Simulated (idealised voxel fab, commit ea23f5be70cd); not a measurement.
The document below concerns the process module designated voxel trench capacitor.
Cross-section cut: width 230 nm, square cells of 5 nm.
If you're reading a cross-section in this doc, picture square cells in a grid; it comes to you as bands, top ones listed first down to the bottom, and a band can be one or more rows of cells.
For a band, the entry starts with two heights in nm, that of the top and then that of the bottom, and carries on with the band's materials in order from left to right, each alongside its width in nm; the word "throughout" beside a single material means it fills the band edge to edge, and "air" means empty space.
Measure heights from 0. That's the level where, below it, the as-received wafer is all one material. The lowest band is bottomless and extends downward; write it as in "0 down".
Note: "30->40" means the width goes from the first number (top row of the band) to the second number (bottom row) in equal steps per row of cells.
Reading "nothing changed" for a step: not a cell of the cross-section changed in it.
Reported under the label "Closed internal voids" are the empty spaces having no open way to the top and comprising 8 cells or more; the notation for each is width x height at distance, in which the distance is measured from the left edge and all three values are in nm.
after a step's settings: what the simulator itself notes on the step
If you see "overlay nm" on a step's line and that step has a mask, it's telling you how far right of where it was planned the mask ended up; a negative number means it went left instead.
Below is the list of planned process steps
1. RECEIVE [material Si]
2. CONFORMAL_DEP [material SiN] [thk nm 5]
3. DIRECTIONAL_DEP [material aC] [thk nm 15]
4. PATTERN [tone open] [mask id TRENCH] [material resist] [width nm 20] [pitch nm 40] [thk nm 30] [overlay nm 0]
5. DIRECTIONAL_ETCH [etch materials aC] [depth nm 15]
6. STRIP [etch materials resist]
7. DIRECTIONAL_ETCH [etch materials SiN] [depth nm 5]
8. DIRECTIONAL_ETCH [etch materials Si] [depth nm 25]
9. STRIP [etch materials aC]
10. CONFORMAL_DEP [material SiO2] [thk nm 5]
11. FILL_DEP [material polySi] [thk nm 10]
12. CMP [height nm 5]
Here's what the wafer looked like in cross-section when it arrived - that's after step 1
	0 down = Si throughout
	Closed internal voids: none
Starting wafer: above. Plan: above. Run: one mistake. Cross-section after the module: below
	5 to 0 = SiN=75 / SiO2=5 / polySi=10 / SiO2=5 / SiN=20 / SiO2=5 / polySi=10 / SiO2=5 / SiN=95
	0 to -20 = Si=75 / SiO2=5 / polySi=10 / SiO2=5 / Si=20 / SiO2=5 / polySi=10 / SiO2=5 / Si=95
	-20 to -25 = Si=75 / SiO2=20 / Si=20 / SiO2=20 / Si=95
	-25 down = Si throughout
	Closed internal voids: none
Error vs. plan: step 4 went in with a setting other than planned; the actual run was PATTERN [tone open] [mask id TRENCH] [material resist] [width nm 20] [pitch nm 40] [thk nm 30] [overlay nm -10]
